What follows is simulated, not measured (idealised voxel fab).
Presented below is a process module, voxel tone inversion.
Pictured: cross-section cut, 220 nm wide, on a grid of 5 nm square cells.
A cross-section is written here as square cells arranged in a grid, and it is given in bands from the top down, each band taking up one or more rows of cells. Within each band entry, the heights of the top and of the bottom of the band appear first, in that order and in nm; the materials of the band then follow from left to right, each with its corresponding width in nm. The designation "throughout" on a single material indicates that it fills the band from edge to edge; the designation "empty" indicates empty space. Below 0: as-received wafer, all one material; heights counted from there. Lowest band: no bottom, goes on down, written "top 0, no bottom". With a width like "30..40", each row of cells in the band differs from the next by the same amount, the top row carrying the first number and the bottom row the second. Step note "stayed the same" = no cross-section cell changed. Any empty space of 8 cells or more lacking an open way to the top shows up in "Sealed void listing" as width x height at distance, distance from the left edge, in nm. That trailing text on a step's line, after the settings, is the simulator's own remark on the step. overlay nm: right-of-plan distance of the mask on a masked step; negative values mean left-of-plan.
plan
1,RECEIVE with material Si
2,CONFORMAL_DEP with material SiN, thk nm 10
3,DIRECTIONAL_DEP with material aC, thk nm 15
4,PATTERN with tone cover, mask id POSTS, material resist, width nm 15, pitch nm 45, thk nm 25, overlay nm 0
5,DIRECTIONAL_ETCH with etch materials aC, depth nm 15
6,STRIP with etch materials resist
7,FILL_DEP with material lowk, thk nm 10
8,CMP with height nm 25
9,STRIP with etch materials aC
Concerning the first of two wafers, which was run in accordance with the plan
Cross-section of the wafer upon arrival, representing the state reached after step 1
- top 0, no bottom | Si throughout
- Sealed void listing: none
Wafer section view after processing step 2
- top 10, bottom 0 | SiN throughout
- Everything under 0 stays put, no change at all.
Wafer section view after processing step 3
- top 25, bottom 10 | aC throughout
- Everything under 10 stays put, no change at all.
Wafer section view after processing step 4
- top 50, bottom 25 | 35 empty | 15 resist | 30 empty | 15 resist | 30 empty | 15 resist | 30 empty | 15 resist | 35 empty
- Everything under 25 stays put, no change at all.
Wafer section view after processing step 5
- top 35, bottom 25 | 35 empty | 15 resist | 30 empty | 15 resist | 30 empty | 15 resist | 30 empty | 15 resist | 35 empty
- top 25, bottom 10 | 35 empty | 15 aC | 30 empty | 15 aC | 30 empty | 15 aC | 30 empty | 15 aC | 35 empty
- Everything under 10 stays put, no change at all.
Wafer section view after processing step 6
- top 25, bottom 10 | 35 empty | 15 aC | 30 empty | 15 aC | 30 empty | 15 aC | 30 empty | 15 aC | 35 empty
- Everything under 10 stays put, no change at all.
Wafer section view after processing step 7
- top 35, bottom 25 | lowk throughout
- top 25, bottom 10 | 35 lowk | 15 aC | 30 lowk | 15 aC | 30 lowk | 15 aC | 30 lowk | 15 aC | 35 lowk
- Everything under 10 stays put, no change at all.
Wafer section view after processing step 8
- top 25, bottom 10 | 35 lowk | 15 aC | 30 lowk | 15 aC | 30 lowk | 15 aC | 30 lowk | 15 aC | 35 lowk
- Everything under 10 stays put, no change at all.
Wafer section view after processing step 9
- top 25, bottom 10 | 35 lowk | 15 empty | 30 lowk | 15 empty | 30 lowk | 15 empty | 30 lowk | 15 empty | 35 lowk
- Everything under 10 stays put, no change at all.
Wafer two of the pair: same origin, same plan, one error during the run; identical to wafer one up to and including step 3
Second wafer, section view, time point: scheduled end of step 4
- top 50, bottom 25 | 35 resist | 15 empty | 30 resist | 15 empty | 30 resist | 15 empty | 30 resist | 15 empty | 35 resist
- Everything under 25 stays put, no change at all.
Second wafer, section view, time point: scheduled end of step 5
- top 35, bottom 25 | 35 resist | 15 empty | 30 resist | 15 empty | 30 resist | 15 empty | 30 resist | 15 empty | 35 resist
- top 25, bottom 10 | 35 aC | 15 empty | 30 aC | 15 empty | 30 aC | 15 empty | 30 aC | 15 empty | 35 aC
- Everything under 10 stays put, no change at all.
Second wafer, section view, time point: scheduled end of step 6
- top 25, bottom 10 | 35 aC | 15 empty | 30 aC | 15 empty | 30 aC | 15 empty | 30 aC | 15 empty | 35 aC
- Everything under 10 stays put, no change at all.
Second wafer, section view, time point: scheduled end of step 7
- top 35, bottom 25 | lowk throughout
- top 25, bottom 10 | 35 aC | 15 lowk | 30 aC | 15 lowk | 30 aC | 15 lowk | 30 aC | 15 lowk | 35 aC
- Everything under 10 stays put, no change at all.
Second wafer, section view, time point: scheduled end of step 8
- top 25, bottom 10 | 35 aC | 15 lowk | 30 aC | 15 lowk | 30 aC | 15 lowk | 30 aC | 15 lowk | 35 aC
- Everything under 10 stays put, no change at all.
Second wafer, section view, time point: scheduled end of step 9
- top 25, bottom 10 | 35 empty | 15 lowk | 30 empty | 15 lowk | 30 empty | 15 lowk | 30 empty | 15 lowk | 35 empty
- Everything under 10 stays put, no change at all.
Finding, execution versus plan: not per plan at step 4, really ran PATTERN with tone open, mask id POSTS, material resist, width nm 15, pitch nm 45, thk nm 25, overlay nm 0
Looking at both finished wafers in cells, the second ends up ahead of or behind the first on some materials: lowk: 60 fewer
